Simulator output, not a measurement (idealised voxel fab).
Process module, titled voxel air gaps
FYI the section here is cut, 275 nm wide, cells are 5 nm squares.
Square cells in a grid make up a cross-section in this document, and the grid is given as bands, listed from the top down, each one or more rows of cells. What a band's entry tells you: where the top is and where the bottom is, as heights in nm, and after that what lies inside, material by material from left to right, each with its width in nm. Empty space is written as the word "blank", and a single material marked with the word "edge to edge" occupies the band from edge to edge. Counting heights begins at 0, where everything beneath is, in the wafer as received, one material. The lowest band has no bottom; it goes on downwards, as "z 0 and below" shows. Read "30->40" as a graded width: first number on top, second number at the bottom, same change between each pair of neighbouring rows. "remained unchanged" after a step means that no cell of the cross-section changed. So "Trapped voids" is basically the list of trapped voids: any empty space of 8 cells or more that can't reach the top through an opening. They're written width x height at distance, the distance being from the left edge, and it's all nm. Whatever follows a step's settings on its line is a remark the simulator itself makes about that step. What "overlay nm" on a step's line means: if the step has a mask, that mask lay this far to the right of its planned place, or, when the value is negative, to the left.
## Steps in the process plan
1,RECEIVE,material Si
2,CONFORMAL_DEP,material SiO2,thk nm 10
3,CONFORMAL_DEP,material SiCN,thk nm 5
4,DIRECTIONAL_DEP,material SiO2,thk nm 35
5,MASKED_ETCH,tone open,mask id LINES,width nm 20,pitch nm 45,etch materials SiO2,depth nm 35,overlay nm 0
6,CONFORMAL_DEP,material TiN,thk nm 5
7,FILL_DEP,material Ru,thk nm 5
8,CMP,height nm 50
9,EPI,material Ru,thk nm 10
10,SELECTIVE_ETCH,etch materials SiO2,depth nm 45
11,CONFORMAL_DEP,material SiCN,thk nm 5
## On the first of the two wafers: run conducted according to plan
## Cross-section, incoming material, after step 1
	z 0 and below: Si edge to edge
	Trapped voids: none
## Sectional view: wafer, after step 2
	z 10 to 0: SiO2 edge to edge
	At heights below 0, the structure remains unaltered.
## Sectional view: wafer, after step 3
	z 15 to 10: SiCN edge to edge
	At heights below 10, the structure remains unaltered.
## Sectional view: wafer, after step 4
	z 50 to 15: SiO2 edge to edge
	At heights below 15, the structure remains unaltered.
## Sectional view: wafer, after step 5
	z 50 to 15: 80 SiO2, then 20 blank, then 25 SiO2, then 20 blank, then 25 SiO2, then 20 blank, then 85 SiO2
	At heights below 15, the structure remains unaltered.
## Sectional view: wafer, after step 6
	z 55 to 50: 85 TiN, then 10 blank, then 35 TiN, then 10 blank, then 35 TiN, then 10 blank, then 90 TiN
	z 50 to 20: 80 SiO2, then 5 TiN, then 10 blank, then 5 TiN, then 25 SiO2, then 5 TiN, then 10 blank, then 5 TiN, then 25 SiO2, then 5 TiN, then 10 blank, then 5 TiN, then 85 SiO2
	z 20 to 15: 80 SiO2, then 20 TiN, then 25 SiO2, then 20 TiN, then 25 SiO2, then 20 TiN, then 85 SiO2
	At heights below 15, the structure remains unaltered.
## Sectional view: wafer, after step 7
	z 60 to 55: Ru edge to edge
	z 55 to 50: 85 TiN, then 10 Ru, then 35 TiN, then 10 Ru, then 35 TiN, then 10 Ru, then 90 TiN
	z 50 to 20: 80 SiO2, then 5 TiN, then 10 Ru, then 5 TiN, then 25 SiO2, then 5 TiN, then 10 Ru, then 5 TiN, then 25 SiO2, then 5 TiN, then 10 Ru, then 5 TiN, then 85 SiO2
	At heights below 20, the structure remains unaltered.
## Sectional view: wafer, after step 8
	z 50 to 20: 80 SiO2, then 5 TiN, then 10 Ru, then 5 TiN, then 25 SiO2, then 5 TiN, then 10 Ru, then 5 TiN, then 25 SiO2, then 5 TiN, then 10 Ru, then 5 TiN, then 85 SiO2
	At heights below 20, the structure remains unaltered.
## Sectional view: wafer, after step 9
	z 60 to 50: 70 blank, then 40 Ru, then 5 blank, then 40 Ru, then 5 blank, then 40 Ru, then 75 blank
	At heights below 50, the structure remains unaltered.
## Sectional view: wafer, after step 10
	z 60 to 50: 70 blank, then 40 Ru, then 5 blank, then 40 Ru, then 5 blank, then 40 Ru, then 75 blank
	z 50 to 20: 80 blank, then 5 TiN, then 10 Ru, then 5 TiN, then 25 blank, then 5 TiN, then 10 Ru, then 5 TiN, then 25 blank, then 5 TiN, then 10 Ru, then 5 TiN, then 85 blank
	z 20 to 15: 80 blank, then 20 TiN, then 25 blank, then 20 TiN, then 25 blank, then 20 TiN, then 85 blank
	At heights below 15, the structure remains unaltered.
## Sectional view: wafer, after step 11
	z 65 to 60: 65 blank, then 140 SiCN, then 70 blank
	z 60 to 50: 65 blank, then 5 SiCN, then 40 Ru, then 5 SiCN, then 40 Ru, then 5 SiCN, then 40 Ru, then 5 SiCN, then 70 blank
	z 50 to 45: 65 blank, then 15 SiCN, then 5 TiN, then 10 Ru, then 5 TiN, then 25 SiCN, then 5 TiN, then 10 Ru, then 5 TiN, then 25 SiCN, then 5 TiN, then 10 Ru, then 5 TiN, then 15 SiCN, then 70 blank
	z 45 to 20: 75 blank, then 5 SiCN, then 5 TiN, then 10 Ru, then 5 TiN, then 5 SiCN, then 15 blank, then 5 SiCN, then 5 TiN, then 10 Ru, then 5 TiN, then 5 SiCN, then 15 blank, then 5 SiCN, then 5 TiN, then 10 Ru, then 5 TiN, then 5 SiCN, then 80 blank
	z 20 to 15: 80 SiCN, then 20 TiN, then 25 SiCN, then 20 TiN, then 25 SiCN, then 20 TiN, then 85 SiCN
	At heights below 15, the structure remains unaltered.
	Trapped voids: 15 x 25 at 105; 15 x 25 at 150
## Second wafer, same starting state and plan as the first, one mistake in the run, identical through step 8
## Cross-section of the second wafer corresponding to the planned conclusion of step 9
	z 50 to 20: 80 blank, then 5 TiN, then 10 Ru, then 5 TiN, then 25 blank, then 5 TiN, then 10 Ru, then 5 TiN, then 25 blank, then 5 TiN, then 10 Ru, then 5 TiN, then 85 blank
	z 20 to 15: 80 blank, then 20 TiN, then 25 blank, then 20 TiN, then 25 blank, then 20 TiN, then 85 blank
	At heights below 15, the structure remains unaltered.
## Cross-section of the second wafer corresponding to the planned conclusion of step 10
	z 60 to 50: 70 blank, then 40 Ru, then 5 blank, then 40 Ru, then 5 blank, then 40 Ru, then 75 blank
	z 50 to 20: 70 blank, then 10 Ru, then 5 TiN, then 10 Ru, then 5 TiN, then 10 Ru, then 5 blank, then 10 Ru, then 5 TiN, then 10 Ru, then 5 TiN, then 10 Ru, then 5 blank, then 10 Ru, then 5 TiN, then 10 Ru, then 5 TiN, then 10 Ru, then 75 blank
	z 20 to 15: 70 blank, then 10 Ru, then 20 TiN, then 10 Ru, then 5 blank, then 10 Ru, then 20 TiN, then 10 Ru, then 5 blank, then 10 Ru, then 20 TiN, then 10 Ru, then 75 blank
	At heights below 15, the structure remains unaltered.
## Cross-section of the second wafer corresponding to the planned conclusion of step 11
	z 65 to 60: 65 blank, then 140 SiCN, then 70 blank
	z 60 to 50: 65 blank, then 5 SiCN, then 40 Ru, then 5 SiCN, then 40 Ru, then 5 SiCN, then 40 Ru, then 5 SiCN, then 70 blank
	z 50 to 20: 65 blank, then 5 SiCN, then 10 Ru, then 5 TiN, then 10 Ru, then 5 TiN, then 10 Ru, then 5 SiCN, then 10 Ru, then 5 TiN, then 10 Ru, then 5 TiN, then 10 Ru, then 5 SiCN, then 10 Ru, then 5 TiN, then 10 Ru, then 5 TiN, then 10 Ru, then 5 SiCN, then 70 blank
	z 20 to 15: 70 SiCN, then 10 Ru, then 20 TiN, then 10 Ru, then 5 SiCN, then 10 Ru, then 20 TiN, then 10 Ru, then 5 SiCN, then 10 Ru, then 20 TiN, then 10 Ru, then 75 SiCN
	At heights below 15, the structure remains unaltered.
Here's what went sideways: a sequencing error occurred in which plan steps 9 and 10 were transposed
Wrapping up, a cell-based count of both wafers puts the second over or under the first for these materials: +84 Ru, -34 SiCN
Long story short, the first wafer ends with 2 closed voids and the second one with 0.
